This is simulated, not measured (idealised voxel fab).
process module | voxel gate over fins
cross-section cut | 230 nm wide | cells 5 nm
A cross-section is a grid of square cells, given in bands from the top down. A band is one or more rows of cells.
Each band's line starts with the height of the band's top and of its bottom, in nm. Then come its materials from left to right, each with its width in nm. One material with "throughout" fills the band from edge to edge. "air" is empty space.
Height 0 is the level under which the wafer as received is all one material. The lowest band goes on downwards, as in "0 down".
A width such as "30 to 40" changes by the same amount from each row of cells to the next, from the band's top row to its bottom row.
"no change" after a step means that no cell of the cross-section changed.
closed voids: empty space of 8 cells or more with no open way to the top, each as width x height at its distance from the left edge, in nm
after a step's settings: what the simulator itself notes on the step
overlay nm, on a step with a mask: how far to the right of its planned place the mask lay; to the left if negative
Each pair below shows a cross-section before one step and the cross-section after it, down to the lowest band that changed. The line under each pair gives the step between them, with its settings. The pairs can come from different runs of this module on the same starting wafer, so a pair continues from the pair above only where its "before" says so.
before
  0 down: Si throughout
  closed voids: none
after
  10 to 0: SiN throughout
  below 0: unchanged
  closed voids: none
the step between: op CONFORMAL_DEP | material SiN | thk nm 10
before: the cross-section after the pair above
after
  10 to 0: air 80 | SiN 15 | air 35 | SiN 15 | air 85
  below 0: unchanged
  closed voids: none
the step between: op MASKED_ETCH | tone cover | mask id FINS | width nm 15 | pitch nm 50 | etch materials SiN | depth nm 10 | overlay nm 0
before: the cross-section after the pair above
after
  10 to 0: air 80 | SiN 15 | air 35 | SiN 15 | air 85
  0 to -35: air 80 | Si 15 | air 35 | Si 15 | air 85
  below -35: unchanged
  closed voids: none
the step between: op MASKED_ETCH | tone cover | mask id FINS | width nm 15 | pitch nm 50 | etch materials Si | depth nm 35 | overlay nm 0
before: the cross-section after the pair above
after
  15 to 10: SiO2 throughout
  10 to 0: SiO2 80 | SiN 15 | SiO2 35 | SiN 15 | SiO2 85
  0 to -35: SiO2 80 | Si 15 | SiO2 35 | Si 15 | SiO2 85
  below -35: unchanged
  closed voids: none
the step between: op FILL_DEP | material SiO2 | thk nm 5
before: the cross-section after the pair above
after
  10 to 0: SiO2 80 | SiN 15 | SiO2 35 | SiN 15 | SiO2 85
  below 0: unchanged
  closed voids: none
the step between: op CMP | height nm 10
before: the cross-section after the pair above
after
  10 to 0: SiO2 80 | SiN 15 | SiO2 10 | air 15 | SiO2 10 | SiN 15 | SiO2 85
  0 to -30: SiO2 80 | Si 15 | SiO2 10 | air 15 | SiO2 10 | Si 15 | SiO2 85
  below -30: unchanged
  closed voids: none
the step between: op MASKED_ETCH | tone open | mask id RAIL | width nm 15 | etch materials SiO2 | depth nm 40 | overlay nm 0
before: the cross-section after the pair above
after
  15 to 10: TiN 110 | air 5 | TiN 115
  10 to 0: SiO2 80 | SiN 15 | SiO2 10 | TiN 5 | air 5 | TiN 5 | SiO2 10 | SiN 15 | SiO2 85
  0 to -25: SiO2 80 | Si 15 | SiO2 10 | TiN 5 | air 5 | TiN 5 | SiO2 10 | Si 15 | SiO2 85
  -25 to -30: SiO2 80 | Si 15 | SiO2 10 | TiN 15 | SiO2 10 | Si 15 | SiO2 85
  below -30: unchanged
  closed voids: none
the step between: op CONFORMAL_DEP | material TiN | thk nm 5
before: the cross-section after the pair above
after
  25 to 15: Ru throughout
  15 to 10: TiN 110 | Ru 5 | TiN 115
  10 to 0: SiO2 80 | SiN 15 | SiO2 10 | TiN 5 | Ru 5 | TiN 5 | SiO2 10 | SiN 15 | SiO2 85
  0 to -25: SiO2 80 | Si 15 | SiO2 10 | TiN 5 | Ru 5 | TiN 5 | SiO2 10 | Si 15 | SiO2 85
  below -25: unchanged
  closed voids: none
the step between: op FILL_DEP | material Ru | thk nm 10
before: the cross-section after the pair above
after
  10 to 0: SiO2 80 | SiN 15 | SiO2 10 | TiN 5 | Ru 5 | TiN 5 | SiO2 10 | SiN 15 | SiO2 85
  below 0: unchanged
  closed voids: none
the step between: op CMP | height nm 10
before: the cross-section after the pair above
after
  10 to 0: SiO2 80 | SiN 15 | SiO2 10 | air 15 | SiO2 10 | SiN 15 | SiO2 85
  0 to -25: SiO2 80 | Si 15 | SiO2 10 | air 15 | SiO2 10 | Si 15 | SiO2 85
  below -25: unchanged
  closed voids: none
the step between: op SELECTIVE_ETCH | etch materials W Ru TiN | depth nm 35
before: the cross-section after the pair above
after
  15 to 10: SiO2 throughout
  10 to 0: SiO2 80 | SiN 15 | SiO2 35 | SiN 15 | SiO2 85
  0 to -25: SiO2 80 | Si 15 | SiO2 35 | Si 15 | SiO2 85
  below -25: unchanged
  closed voids: none
the step between: op FILL_DEP | material SiO2 | thk nm 5
before: the cross-section after the pair above
after
  10 to 0: SiO2 80 | SiN 15 | SiO2 35 | SiN 15 | SiO2 85
  below 0: unchanged
  closed voids: none
the step between: op CMP | height nm 10
before: the cross-section after the pair above
after
  10 to 0: air 80 | SiN 15 | air 35 | SiN 15 | air 85
  0 to -15: air 80 | Si 15 | air 35 | Si 15 | air 85
  below -15: unchanged
  closed voids: none
the step between: op SELECTIVE_ETCH | etch materials SiO2 | depth nm 25
before: the cross-section after the pair above
after
  0 to -15: air 80 | Si 15 | air 35 | Si 15 | air 85
  below -15: unchanged
  closed voids: none
the step between: op STRIP | etch materials SiN
before: the cross-section after the pair above
after
  5 to 0: air 75 | HfO2 25 | air 25 | HfO2 25 | air 80
  0 to -10: air 75 | HfO2 5 | Si 15 | HfO2 5 | air 25 | HfO2 5 | Si 15 | HfO2 5 | air 80
  -10 to -15: HfO2 80 | Si 15 | HfO2 35 | Si 15 | HfO2 85
  below -15: unchanged
  closed voids: none
the step between: op CONFORMAL_DEP | material HfO2 | thk nm 5
before: the cross-section after the pair above
after
  10 to 5: air 70 | TiN 35 | air 15 | TiN 35 | air 75
  5 to 0: air 70 | TiN 5 | HfO2 25 | TiN 5 | air 15 | TiN 5 | HfO2 25 | TiN 5 | air 75
  0 to -5: air 70 | TiN 5 | HfO2 5 | Si 15 | HfO2 5 | TiN 5 | air 15 | TiN 5 | HfO2 5 | Si 15 | HfO2 5 | TiN 5 | air 75
  -5 to -10: TiN 75 | HfO2 5 | Si 15 | HfO2 5 | TiN 25 | HfO2 5 | Si 15 | HfO2 5 | TiN 80
  below -10: unchanged
  closed voids: none
the step between: op CONFORMAL_DEP | material TiN | thk nm 5
before: the cross-section after the pair above
after
  15 to 10: air 65 | TiAl 45 | air 5 | TiAl 45 | air 70
  10 to 5: air 65 | TiAl 5 | TiN 35 | TiAl 5 | air 5 | TiAl 5 | TiN 35 | TiAl 5 | air 70
  5 to 0: air 65 | TiAl 5 | TiN 5 | HfO2 25 | TiN 5 | TiAl 5 | air 5 | TiAl 5 | TiN 5 | HfO2 25 | TiN 5 | TiAl 5 | air 70
  0 to -5: TiAl 70 | TiN 5 | HfO2 5 | Si 15 | HfO2 5 | TiN 5 | TiAl 15 | TiN 5 | HfO2 5 | Si 15 | HfO2 5 | TiN 5 | TiAl 75
  below -5: unchanged
  closed voids: none
the step between: op CONFORMAL_DEP | material TiAl | thk nm 5
before: the cross-section after the pair above
after
  20 to 15: air 60 | TiN 105 | air 65
  15 to 10: air 60 | TiN 5 | TiAl 45 | TiN 5 | TiAl 45 | TiN 5 | air 65
  10 to 5: air 60 | TiN 5 | TiAl 5 | TiN 35 | TiAl 5 | TiN 5 | TiAl 5 | TiN 35 | TiAl 5 | TiN 5 | air 65
  5 to 0: TiN 65 | TiAl 5 | TiN 5 | HfO2 25 | TiN 5 | TiAl 5 | TiN 5 | TiAl 5 | TiN 5 | HfO2 25 | TiN 5 | TiAl 5 | TiN 70
  below 0: unchanged
  closed voids: none
the step between: op CONFORMAL_DEP | material TiN | thk nm 5
before: the cross-section after the pair above
after
  30 to 20: W throughout
  20 to 15: W 60 | TiN 105 | W 65
  15 to 10: W 60 | TiN 5 | TiAl 45 | TiN 5 | TiAl 45 | TiN 5 | W 65
  10 to 5: W 60 | TiN 5 | TiAl 5 | TiN 35 | TiAl 5 | TiN 5 | TiAl 5 | TiN 35 | TiAl 5 | TiN 5 | W 65
  below 5: unchanged
  closed voids: none
the step between: op FILL_DEP | material W | thk nm 10
before: the cross-section after the pair above
after
  25 to 20: W throughout
  below 20: unchanged
  closed voids: none
the step between: op CMP | height nm 25
before: the cross-section after the pair above
after
  30 to 25: SiCN throughout
  below 25: unchanged
  closed voids: none
the step between: op CONFORMAL_DEP | material SiCN | thk nm 5
before
  5 to 0: air 75 | HfO2 25 | air 25 | HfO2 25 | air 80
  0 to -10: air 75 | HfO2 5 | Si 15 | HfO2 5 | air 25 | HfO2 5 | Si 15 | HfO2 5 | air 80
  -10 to -15: HfO2 80 | Si 15 | HfO2 35 | Si 15 | HfO2 85
  -15 to -25: SiO2 80 | Si 15 | SiO2 35 | Si 15 | SiO2 85
  -25 to -30: SiO2 80 | Si 15 | SiO2 10 | TiN 15 | SiO2 10 | Si 15 | SiO2 85
  -30 to -35: SiO2 80 | Si 15 | SiO2 35 | Si 15 | SiO2 85
  -35 down: Si throughout
  closed voids: none
after
  10 to 5: air 70 | TiAl 35 | air 15 | TiAl 35 | air 75
  5 to 0: air 70 | TiAl 5 | HfO2 25 | TiAl 5 | air 15 | TiAl 5 | HfO2 25 | TiAl 5 | air 75
  0 to -5: air 70 | TiAl 5 | HfO2 5 | Si 15 | HfO2 5 | TiAl 5 | air 15 | TiAl 5 | HfO2 5 | Si 15 | HfO2 5 | TiAl 5 | air 75
  -5 to -10: TiAl 75 | HfO2 5 | Si 15 | HfO2 5 | TiAl 25 | HfO2 5 | Si 15 | HfO2 5 | TiAl 80
  below -10: unchanged
  closed voids: none
the step between: op CONFORMAL_DEP | material TiAl | thk nm 5
before: the cross-section after the pair above
after
  15 to 10: air 65 | TiN 45 | air 5 | TiN 45 | air 70
  10 to 5: air 65 | TiN 5 | TiAl 35 | TiN 5 | air 5 | TiN 5 | TiAl 35 | TiN 5 | air 70
  5 to 0: air 65 | TiN 5 | TiAl 5 | HfO2 25 | TiAl 5 | TiN 5 | air 5 | TiN 5 | TiAl 5 | HfO2 25 | TiAl 5 | TiN 5 | air 70
  0 to -5: TiN 70 | TiAl 5 | HfO2 5 | Si 15 | HfO2 5 | TiAl 5 | TiN 15 | TiAl 5 | HfO2 5 | Si 15 | HfO2 5 | TiAl 5 | TiN 75
  below -5: unchanged
  closed voids: none
the step between: op CONFORMAL_DEP | material TiN | thk nm 5
before: the cross-section after the pair above
after
  25 to 15: W throughout
  15 to 10: W 65 | TiN 45 | W 5 | TiN 45 | W 70
  10 to 5: W 65 | TiN 5 | TiAl 35 | TiN 5 | W 5 | TiN 5 | TiAl 35 | TiN 5 | W 70
  5 to 0: W 65 | TiN 5 | TiAl 5 | HfO2 25 | TiAl 5 | TiN 5 | W 5 | TiN 5 | TiAl 5 | HfO2 25 | TiAl 5 | TiN 5 | W 70
  below 0: unchanged
  closed voids: none
the step between: op FILL_DEP | material W | thk nm 10
before: the cross-section after the pair above
after
  30 to 25: SiCN throughout
  below 25: unchanged
  closed voids: none
the step between: op CONFORMAL_DEP | material SiCN | thk nm 5
before
  10 to 0: air 80 | SiN 15 | air 35 | SiN 15 | air 85
  0 to -35: air 80 | Si 15 | air 35 | Si 15 | air 85
  -35 down: Si throughout
  closed voids: none
after
  10 to 0: air 80 | SiN 15 | air 35 | SiN 15 | air 85
  0 to -70: air 80 | Si 15 | air 35 | Si 15 | air 85
  below -70: unchanged
  closed voids: none
the step between: op MASKED_ETCH | tone cover | mask id FINS | width nm 15 | pitch nm 50 | etch materials Si | depth nm 35 | overlay nm 0
before: the cross-section after the pair above
after
  15 to 10: SiO2 throughout
  10 to 0: SiO2 80 | SiN 15 | SiO2 35 | SiN 15 | SiO2 85
  0 to -70: SiO2 80 | Si 15 | SiO2 35 | Si 15 | SiO2 85
  below -70: unchanged
  closed voids: none
the step between: op FILL_DEP | material SiO2 | thk nm 5
before: the cross-section after the pair above
after
  10 to 0: SiO2 80 | SiN 15 | SiO2 35 | SiN 15 | SiO2 85
  below 0: unchanged
  closed voids: none
the step between: op CMP | height nm 10
before: the cross-section after the pair above
after
  10 to 0: SiO2 80 | SiN 15 | SiO2 10 | air 15 | SiO2 10 | SiN 15 | SiO2 85
  0 to -30: SiO2 80 | Si 15 | SiO2 10 | air 15 | SiO2 10 | Si 15 | SiO2 85
  below -30: unchanged
  closed voids: none
the step between: op MASKED_ETCH | tone open | mask id RAIL | width nm 15 | etch materials SiO2 | depth nm 40 | overlay nm 0
before: the cross-section after the pair above
after
  15 to 10: TiN 110 | air 5 | TiN 115
  10 to 0: SiO2 80 | SiN 15 | SiO2 10 | TiN 5 | air 5 | TiN 5 | SiO2 10 | SiN 15 | SiO2 85
  0 to -25: SiO2 80 | Si 15 | SiO2 10 | TiN 5 | air 5 | TiN 5 | SiO2 10 | Si 15 | SiO2 85
  -25 to -30: SiO2 80 | Si 15 | SiO2 10 | TiN 15 | SiO2 10 | Si 15 | SiO2 85
  below -30: unchanged
  closed voids: none
the step between: op CONFORMAL_DEP | material TiN | thk nm 5
before: the cross-section after the pair above
after
  25 to 15: Ru throughout
  15 to 10: TiN 110 | Ru 5 | TiN 115
  10 to 0: SiO2 80 | SiN 15 | SiO2 10 | TiN 5 | Ru 5 | TiN 5 | SiO2 10 | SiN 15 | SiO2 85
  0 to -25: SiO2 80 | Si 15 | SiO2 10 | TiN 5 | Ru 5 | TiN 5 | SiO2 10 | Si 15 | SiO2 85
  below -25: unchanged
  closed voids: none
the step between: op FILL_DEP | material Ru | thk nm 10
before: the cross-section after the pair above
after
  10 to 0: SiO2 80 | SiN 15 | SiO2 10 | TiN 5 | Ru 5 | TiN 5 | SiO2 10 | SiN 15 | SiO2 85
  below 0: unchanged
  closed voids: none
the step between: op CMP | height nm 10
before: the cross-section after the pair above
after
  10 to 0: SiO2 80 | SiN 15 | SiO2 10 | air 15 | SiO2 10 | SiN 15 | SiO2 85
  0 to -25: SiO2 80 | Si 15 | SiO2 10 | air 15 | SiO2 10 | Si 15 | SiO2 85
  below -25: unchanged
  closed voids: none
the step between: op SELECTIVE_ETCH | etch materials W Ru TiN | depth nm 35
before: the cross-section after the pair above
after
  15 to 10: SiO2 throughout
  10 to 0: SiO2 80 | SiN 15 | SiO2 35 | SiN 15 | SiO2 85
  0 to -25: SiO2 80 | Si 15 | SiO2 35 | Si 15 | SiO2 85
  below -25: unchanged
  closed voids: none
the step between: op FILL_DEP | material SiO2 | thk nm 5
before: the cross-section after the pair above
after
  10 to 0: SiO2 80 | SiN 15 | SiO2 35 | SiN 15 | SiO2 85
  below 0: unchanged
  closed voids: none
the step between: op CMP | height nm 10
before: the cross-section after the pair above
after
  10 to 0: air 80 | SiN 15 | air 35 | SiN 15 | air 85
  0 to -15: air 80 | Si 15 | air 35 | Si 15 | air 85
  below -15: unchanged
  closed voids: none
the step between: op SELECTIVE_ETCH | etch materials SiO2 | depth nm 25
before: the cross-section after the pair above
after
  0 to -15: air 80 | Si 15 | air 35 | Si 15 | air 85
  below -15: unchanged
  closed voids: none
the step between: op STRIP | etch materials SiN
before: the cross-section after the pair above
after
  5 to 0: air 75 | HfO2 25 | air 25 | HfO2 25 | air 80
  0 to -10: air 75 | HfO2 5 | Si 15 | HfO2 5 | air 25 | HfO2 5 | Si 15 | HfO2 5 | air 80
  -10 to -15: HfO2 80 | Si 15 | HfO2 35 | Si 15 | HfO2 85
  below -15: unchanged
  closed voids: none
the step between: op CONFORMAL_DEP | material HfO2 | thk nm 5
before: the cross-section after the pair above
after
  10 to 5: air 70 | TiN 35 | air 15 | TiN 35 | air 75
  5 to 0: air 70 | TiN 5 | HfO2 25 | TiN 5 | air 15 | TiN 5 | HfO2 25 | TiN 5 | air 75
  0 to -5: air 70 | TiN 5 | HfO2 5 | Si 15 | HfO2 5 | TiN 5 | air 15 | TiN 5 | HfO2 5 | Si 15 | HfO2 5 | TiN 5 | air 75
  -5 to -10: TiN 75 | HfO2 5 | Si 15 | HfO2 5 | TiN 25 | HfO2 5 | Si 15 | HfO2 5 | TiN 80
  below -10: unchanged
  closed voids: none
the step between: op CONFORMAL_DEP | material TiN | thk nm 5
before: the cross-section after the pair above
after
  15 to 10: air 65 | TiAl 45 | air 5 | TiAl 45 | air 70
  10 to 5: air 65 | TiAl 5 | TiN 35 | TiAl 5 | air 5 | TiAl 5 | TiN 35 | TiAl 5 | air 70
  5 to 0: air 65 | TiAl 5 | TiN 5 | HfO2 25 | TiN 5 | TiAl 5 | air 5 | TiAl 5 | TiN 5 | HfO2 25 | TiN 5 | TiAl 5 | air 70
  0 to -5: TiAl 70 | TiN 5 | HfO2 5 | Si 15 | HfO2 5 | TiN 5 | TiAl 15 | TiN 5 | HfO2 5 | Si 15 | HfO2 5 | TiN 5 | TiAl 75
  below -5: unchanged
  closed voids: none
the step between: op CONFORMAL_DEP | material TiAl | thk nm 5
before: the cross-section after the pair above
after
  20 to 15: air 60 | TiN 105 | air 65
  15 to 10: air 60 | TiN 5 | TiAl 45 | TiN 5 | TiAl 45 | TiN 5 | air 65
  10 to 5: air 60 | TiN 5 | TiAl 5 | TiN 35 | TiAl 5 | TiN 5 | TiAl 5 | TiN 35 | TiAl 5 | TiN 5 | air 65
  5 to 0: TiN 65 | TiAl 5 | TiN 5 | HfO2 25 | TiN 5 | TiAl 5 | TiN 5 | TiAl 5 | TiN 5 | HfO2 25 | TiN 5 | TiAl 5 | TiN 70
  below 0: unchanged
  closed voids: none
the step between: op CONFORMAL_DEP | material TiN | thk nm 5
before: the cross-section after the pair above
after
  30 to 20: W throughout
  20 to 15: W 60 | TiN 105 | W 65
  15 to 10: W 60 | TiN 5 | TiAl 45 | TiN 5 | TiAl 45 | TiN 5 | W 65
  10 to 5: W 60 | TiN 5 | TiAl 5 | TiN 35 | TiAl 5 | TiN 5 | TiAl 5 | TiN 35 | TiAl 5 | TiN 5 | W 65
  below 5: unchanged
  closed voids: none
the step between: op FILL_DEP | material W | thk nm 10
before: the cross-section after the pair above
after
  25 to 20: W throughout
  below 20: unchanged
  closed voids: none
the step between: op CMP | height nm 25
before: the cross-section after the pair above
after
  30 to 25: SiCN throughout
  below 25: unchanged
  closed voids: none
the step between: op CONFORMAL_DEP | material SiCN | thk nm 5
before
  0 to -15: air 80 | Si 15 | air 35 | Si 15 | air 85
  -15 to -25: SiO2 80 | Si 15 | SiO2 35 | Si 15 | SiO2 85
  -25 to -30: SiO2 80 | Si 15 | SiO2 10 | TiN 15 | SiO2 10 | Si 15 | SiO2 85
  -30 to -35: SiO2 80 | Si 15 | SiO2 35 | Si 15 | SiO2 85
  -35 down: Si throughout
  closed voids: none
after
  5 to 0: air 75 | TiN 25 | air 25 | TiN 25 | air 80
  0 to -10: air 75 | TiN 5 | Si 15 | TiN 5 | air 25 | TiN 5 | Si 15 | TiN 5 | air 80
  -10 to -15: TiN 80 | Si 15 | TiN 35 | Si 15 | TiN 85
  below -15: unchanged
  closed voids: none
the step between: op CONFORMAL_DEP | material TiN | thk nm 5
before: the cross-section after the pair above
after
  10 to 5: air 70 | HfO2 35 | air 15 | HfO2 35 | air 75
  5 to 0: air 70 | HfO2 5 | TiN 25 | HfO2 5 | air 15 | HfO2 5 | TiN 25 | HfO2 5 | air 75
  0 to -5: air 70 | HfO2 5 | TiN 5 | Si 15 | TiN 5 | HfO2 5 | air 15 | HfO2 5 | TiN 5 | Si 15 | TiN 5 | HfO2 5 | air 75
  -5 to -10: HfO2 75 | TiN 5 | Si 15 | TiN 5 | HfO2 25 | TiN 5 | Si 15 | TiN 5 | HfO2 80
  below -10: unchanged
  closed voids: none
the step between: op CONFORMAL_DEP | material HfO2 | thk nm 5
before: the cross-section after the pair above
after
  15 to 10: air 65 | TiAl 45 | air 5 | TiAl 45 | air 70
  10 to 5: air 65 | TiAl 5 | HfO2 35 | TiAl 5 | air 5 | TiAl 5 | HfO2 35 | TiAl 5 | air 70
  5 to 0: air 65 | TiAl 5 | HfO2 5 | TiN 25 | HfO2 5 | TiAl 5 | air 5 | TiAl 5 | HfO2 5 | TiN 25 | HfO2 5 | TiAl 5 | air 70
  0 to -5: TiAl 70 | HfO2 5 | TiN 5 | Si 15 | TiN 5 | HfO2 5 | TiAl 15 | HfO2 5 | TiN 5 | Si 15 | TiN 5 | HfO2 5 | TiAl 75
  below -5: unchanged
  closed voids: none
the step between: op CONFORMAL_DEP | material TiAl | thk nm 5
before: the cross-section after the pair above
after
  20 to 15: air 60 | TiN 105 | air 65
  15 to 10: air 60 | TiN 5 | TiAl 45 | TiN 5 | TiAl 45 | TiN 5 | air 65
  10 to 5: air 60 | TiN 5 | TiAl 5 | HfO2 35 | TiAl 5 | TiN 5 | TiAl 5 | HfO2 35 | TiAl 5 | TiN 5 | air 65
  5 to 0: TiN 65 | TiAl 5 | HfO2 5 | TiN 25 | HfO2 5 | TiAl 5 | TiN 5 | TiAl 5 | HfO2 5 | TiN 25 | HfO2 5 | TiAl 5 | TiN 70
  below 0: unchanged
  closed voids: none
the step between: op CONFORMAL_DEP | material TiN | thk nm 5
before: the cross-section after the pair above
after
  30 to 20: W throughout
  20 to 15: W 60 | TiN 105 | W 65
  15 to 10: W 60 | TiN 5 | TiAl 45 | TiN 5 | TiAl 45 | TiN 5 | W 65
  10 to 5: W 60 | TiN 5 | TiAl 5 | HfO2 35 | TiAl 5 | TiN 5 | TiAl 5 | HfO2 35 | TiAl 5 | TiN 5 | W 65
  below 5: unchanged
  closed voids: none
the step between: op FILL_DEP | material W | thk nm 10
before: the cross-section after the pair above
after
  25 to 20: W throughout
  below 20: unchanged
  closed voids: none
the step between: op CMP | height nm 25
before: the cross-section after the pair above
after
  30 to 25: SiCN throughout
  below 25: unchanged
  closed voids: none
the step between: op CONFORMAL_DEP | material SiCN | thk nm 5
before
  10 to 5: air 70 | TiN 35 | air 15 | TiN 35 | air 75
  5 to 0: air 70 | TiN 5 | HfO2 25 | TiN 5 | air 15 | TiN 5 | HfO2 25 | TiN 5 | air 75
  0 to -5: air 70 | TiN 5 | HfO2 5 | Si 15 | HfO2 5 | TiN 5 | air 15 | TiN 5 | HfO2 5 | Si 15 | HfO2 5 | TiN 5 | air 75
  -5 to -10: TiN 75 | HfO2 5 | Si 15 | HfO2 5 | TiN 25 | HfO2 5 | Si 15 | HfO2 5 | TiN 80
  -10 to -15: HfO2 80 | Si 15 | HfO2 35 | Si 15 | HfO2 85
  -15 to -25: SiO2 80 | Si 15 | SiO2 35 | Si 15 | SiO2 85
  -25 to -30: SiO2 80 | Si 15 | SiO2 10 | TiN 15 | SiO2 10 | Si 15 | SiO2 85
  -30 to -35: SiO2 80 | Si 15 | SiO2 35 | Si 15 | SiO2 85
  -35 down: Si throughout
  closed voids: none
after
  25 to 10: air 55 | TiAl 115 | air 60
  10 to 5: TiAl 70 | TiN 35 | TiAl 15 | TiN 35 | TiAl 75
  5 to 0: TiAl 70 | TiN 5 | HfO2 25 | TiN 5 | TiAl 15 | TiN 5 | HfO2 25 | TiN 5 | TiAl 75
  0 to -5: TiAl 70 | TiN 5 | HfO2 5 | Si 15 | HfO2 5 | TiN 5 | TiAl 15 | TiN 5 | HfO2 5 | Si 15 | HfO2 5 | TiN 5 | TiAl 75
  below -5: unchanged
  closed voids: none
the step between: op CONFORMAL_DEP | material TiAl | thk nm 15
before: the cross-section after the pair above
after
  30 to 25: air 50 | TiN 125 | air 55
  25 to 15: air 50 | TiN 5 | TiAl 115 | TiN 5 | air 55
  15 to 10: TiN 55 | TiAl 115 | TiN 60
  below 10: unchanged
  closed voids: none
the step between: op CONFORMAL_DEP | material TiN | thk nm 5
before: the cross-section after the pair above
after
  40 to 30: W throughout
  30 to 25: W 50 | TiN 125 | W 55
  25 to 15: W 50 | TiN 5 | TiAl 115 | TiN 5 | W 55
  below 15: unchanged
  closed voids: none
the step between: op FILL_DEP | material W | thk nm 10
before: the cross-section after the pair above
after
  25 to 15: W 50 | TiN 5 | TiAl 115 | TiN 5 | W 55
  below 15: unchanged
  closed voids: none
the step between: op CMP | height nm 25
before: the cross-section after the pair above
after
  30 to 25: SiCN throughout
  below 25: unchanged
  closed voids: none
the step between: op CONFORMAL_DEP | material SiCN | thk nm 5
before
  10 to 0: SiO2 80 | SiN 15 | SiO2 35 | SiN 15 | SiO2 85
  0 to -35: SiO2 80 | Si 15 | SiO2 35 | Si 15 | SiO2 85
  -35 down: Si throughout
  closed voids: none
after
  10 to 0: SiO2 80 | SiN 15 | SiO2 5 | air 25 | SiO2 5 | SiN 15 | SiO2 85
  0 to -30: SiO2 80 | Si 15 | SiO2 5 | air 25 | SiO2 5 | Si 15 | SiO2 85
  below -30: unchanged
  closed voids: none
the step between: op MASKED_ETCH | tone open | mask id RAIL | width nm 25 | etch materials SiO2 | depth nm 40 | overlay nm 0
before: the cross-section after the pair above
after
  15 to 10: TiN 105 | air 15 | TiN 110
  10 to 0: SiO2 80 | SiN 15 | SiO2 5 | TiN 5 | air 15 | TiN 5 | SiO2 5 | SiN 15 | SiO2 85
  0 to -25: SiO2 80 | Si 15 | SiO2 5 | TiN 5 | air 15 | TiN 5 | SiO2 5 | Si 15 | SiO2 85
  -25 to -30: SiO2 80 | Si 15 | SiO2 5 | TiN 25 | SiO2 5 | Si 15 | SiO2 85
  below -30: unchanged
  closed voids: none
the step between: op CONFORMAL_DEP | material TiN | thk nm 5
before: the cross-section after the pair above
after
  25 to 15: Ru throughout
  15 to 10: TiN 105 | Ru 15 | TiN 110
  10 to 0: SiO2 80 | SiN 15 | SiO2 5 | TiN 5 | Ru 15 | TiN 5 | SiO2 5 | SiN 15 | SiO2 85
  0 to -25: SiO2 80 | Si 15 | SiO2 5 | TiN 5 | Ru 15 | TiN 5 | SiO2 5 | Si 15 | SiO2 85
  below -25: unchanged
  closed voids: none
the step between: op FILL_DEP | material Ru | thk nm 10
before: the cross-section after the pair above
after
  10 to 0: SiO2 80 | SiN 15 | SiO2 5 | TiN 5 | Ru 15 | TiN 5 | SiO2 5 | SiN 15 | SiO2 85
  below 0: unchanged
  closed voids: none
the step between: op CMP | height nm 10
before: the cross-section after the pair above
after
  10 to 0: SiO2 80 | SiN 15 | SiO2 5 | air 25 | SiO2 5 | SiN 15 | SiO2 85
  0 to -25: SiO2 80 | Si 15 | SiO2 5 | air 25 | SiO2 5 | Si 15 | SiO2 85
  below -25: unchanged
  closed voids: none
the step between: op SELECTIVE_ETCH | etch materials W Ru TiN | depth nm 35
before: the cross-section after the pair above
after
  15 to 10: SiO2 throughout
  10 to 0: SiO2 80 | SiN 15 | SiO2 35 | SiN 15 | SiO2 85
  0 to -25: SiO2 80 | Si 15 | SiO2 35 | Si 15 | SiO2 85
  below -25: unchanged
  closed voids: none
the step between: op FILL_DEP | material SiO2 | thk nm 5
before: the cross-section after the pair above
after
  10 to 0: SiO2 80 | SiN 15 | SiO2 35 | SiN 15 | SiO2 85
  below 0: unchanged
  closed voids: none
the step between: op CMP | height nm 10
before: the cross-section after the pair above
after
  10 to 0: air 80 | SiN 15 | air 35 | SiN 15 | air 85
  0 to -15: air 80 | Si 15 | air 35 | Si 15 | air 85
  below -15: unchanged
  closed voids: none
the step between: op SELECTIVE_ETCH | etch materials SiO2 | depth nm 25
before: the cross-section after the pair above
after
  0 to -15: air 80 | Si 15 | air 35 | Si 15 | air 85
  below -15: unchanged
  closed voids: none
the step between: op STRIP | etch materials SiN
before: the cross-section after the pair above
after
  5 to 0: air 75 | HfO2 25 | air 25 | HfO2 25 | air 80
  0 to -10: air 75 | HfO2 5 | Si 15 | HfO2 5 | air 25 | HfO2 5 | Si 15 | HfO2 5 | air 80
  -10 to -15: HfO2 80 | Si 15 | HfO2 35 | Si 15 | HfO2 85
  below -15: unchanged
  closed voids: none
the step between: op CONFORMAL_DEP | material HfO2 | thk nm 5
before: the cross-section after the pair above
after
  10 to 5: air 70 | TiN 35 | air 15 | TiN 35 | air 75
  5 to 0: air 70 | TiN 5 | HfO2 25 | TiN 5 | air 15 | TiN 5 | HfO2 25 | TiN 5 | air 75
  0 to -5: air 70 | TiN 5 | HfO2 5 | Si 15 | HfO2 5 | TiN 5 | air 15 | TiN 5 | HfO2 5 | Si 15 | HfO2 5 | TiN 5 | air 75
  -5 to -10: TiN 75 | HfO2 5 | Si 15 | HfO2 5 | TiN 25 | HfO2 5 | Si 15 | HfO2 5 | TiN 80
  below -10: unchanged
  closed voids: none
the step between: op CONFORMAL_DEP | material TiN | thk nm 5
before: the cross-section after the pair above
after
  15 to 10: air 65 | TiAl 45 | air 5 | TiAl 45 | air 70
  10 to 5: air 65 | TiAl 5 | TiN 35 | TiAl 5 | air 5 | TiAl 5 | TiN 35 | TiAl 5 | air 70
  5 to 0: air 65 | TiAl 5 | TiN 5 | HfO2 25 | TiN 5 | TiAl 5 | air 5 | TiAl 5 | TiN 5 | HfO2 25 | TiN 5 | TiAl 5 | air 70
  0 to -5: TiAl 70 | TiN 5 | HfO2 5 | Si 15 | HfO2 5 | TiN 5 | TiAl 15 | TiN 5 | HfO2 5 | Si 15 | HfO2 5 | TiN 5 | TiAl 75
  below -5: unchanged
  closed voids: none
the step between: op CONFORMAL_DEP | material TiAl | thk nm 5
before: the cross-section after the pair above
after
  20 to 15: air 60 | TiN 105 | air 65
  15 to 10: air 60 | TiN 5 | TiAl 45 | TiN 5 | TiAl 45 | TiN 5 | air 65
  10 to 5: air 60 | TiN 5 | TiAl 5 | TiN 35 | TiAl 5 | TiN 5 | TiAl 5 | TiN 35 | TiAl 5 | TiN 5 | air 65
  5 to 0: TiN 65 | TiAl 5 | TiN 5 | HfO2 25 | TiN 5 | TiAl 5 | TiN 5 | TiAl 5 | TiN 5 | HfO2 25 | TiN 5 | TiAl 5 | TiN 70
  below 0: unchanged
  closed voids: none
the step between: op CONFORMAL_DEP | material TiN | thk nm 5
before: the cross-section after the pair above
after
  30 to 20: W throughout
  20 to 15: W 60 | TiN 105 | W 65
  15 to 10: W 60 | TiN 5 | TiAl 45 | TiN 5 | TiAl 45 | TiN 5 | W 65
  10 to 5: W 60 | TiN 5 | TiAl 5 | TiN 35 | TiAl 5 | TiN 5 | TiAl 5 | TiN 35 | TiAl 5 | TiN 5 | W 65
  below 5: unchanged
  closed voids: none
the step between: op FILL_DEP | material W | thk nm 10
before: the cross-section after the pair above
after
  25 to 20: W throughout
  below 20: unchanged
  closed voids: none
the step between: op CMP | height nm 25
